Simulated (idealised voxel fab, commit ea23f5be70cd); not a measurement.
Name of the process module below: voxel self aligned vias
Cross-section cut spans 185 nm and uses square cells 5 nm in size.
Cross-section format: a grid of square cells, given as bands from top to bottom; each band is one or more rows of cells.
Top, bottom (nm), then materials left to right with widths (nm); lone material tagged "edge to edge" fills the whole band edge to edge; "air" = empty space.
Basically, 0 is our baseline, since under it the wafer straight out of the box is all one material. The bottom band has no lower end and keeps on going down, so it looks like "0 nm and below".
The width entry "30 to 40" should be interpreted row by row: the top row of cells in the band takes the first number, the bottom row takes the second number, and the change between adjacent rows is uniform throughout.
Any step labelled "no modification" changed none of the cells in the cross-section.
Any empty space of 8 cells or more lacking an open way to the top shows up in "Internal closed voids" as width x height at distance, distance from the left edge, in nm.
Whatever follows a step's settings on its line is a remark the simulator itself makes about that step.
Steps that use a mask can have "overlay nm" on their line. It says how far the mask sat to the right of where it was meant to be. Negative means to the left.
## The steps planned for the process are as follows
- 1: RECEIVE with material Si
- 2: CONFORMAL_DEP with material SiO2, thk nm 10
- 3: CONFORMAL_DEP with material SiCN, thk nm 5
- 4: DIRECTIONAL_DEP with material SiO2, thk nm 25
- 5: PATTERN with tone open, mask id LINES, material resist, width nm 25, pitch nm 55, thk nm 20, overlay nm 0
- 6: DIRECTIONAL_ETCH with etch materials SiO2, depth nm 25
- 7: STRIP with etch materials resist
- 8: CONFORMAL_DEP with material TiN, thk nm 5
- 9: FILL_DEP with material Ru, thk nm 5
- 10: CMP with height nm 40
- 11: SELECTIVE_ETCH with etch materials W Ru TiN, depth nm 5
- 12: FILL_DEP with material SiN, thk nm 5
- 13: CMP with height nm 40
- 14: DIRECTIONAL_DEP with material SiO2, thk nm 15
- 15: DIRECTIONAL_DEP with material aC, thk nm 10
- 16: PATTERN with tone open, mask id VIAS, material resist, width nm 35, thk nm 30, overlay nm 0
- 17: DIRECTIONAL_ETCH with etch materials aC, depth nm 10
- 18: STRIP with etch materials resist
- 19: DIRECTIONAL_ETCH with etch materials SiO2, depth nm 15
- 20: DIRECTIONAL_ETCH with etch materials SiN, depth nm 5
- 21: STRIP with etch materials aC
- 22: CONFORMAL_DEP with material TiN, thk nm 5
- 23: FILL_DEP with material Cu, thk nm 5
- 24: CMP with height nm 55
- 25: CONFORMAL_DEP with material SiN, thk nm 5
## Cross-section of the wafer at receipt, which is the condition after step 1
> 0 nm and below = Si edge to edge
> Internal closed voids: none
## Module complete, cross-section. Starting point and plan per above. One mistake made in running the module
> 60 nm to 55 nm = SiN edge to edge
> 55 nm to 40 nm = SiO2 (45) | TiN (5) | Cu (25) | TiN (5) | SiO2 (105)
> 40 nm to 35 nm = SiN (45) | TiN (35) | SiN (105)
> 35 nm to 20 nm = SiO2 (50) | TiN (5) | Ru (15) | TiN (5) | SiO2 (30) | TiN (5) | Ru (15) | TiN (5) | SiO2 (55)
> 20 nm to 15 nm = SiO2 (50) | TiN (25) | SiO2 (30) | TiN (25) | SiO2 (55)
> 15 nm to 10 nm = SiCN edge to edge
> 10 nm to 0 nm = SiO2 edge to edge
> 0 nm and below = Si edge to edge
> Internal closed voids: none
The plan and the run diverged here: step 4 changed vs plan, executed as DIRECTIONAL_DEP with material SiO2, thk nm 20
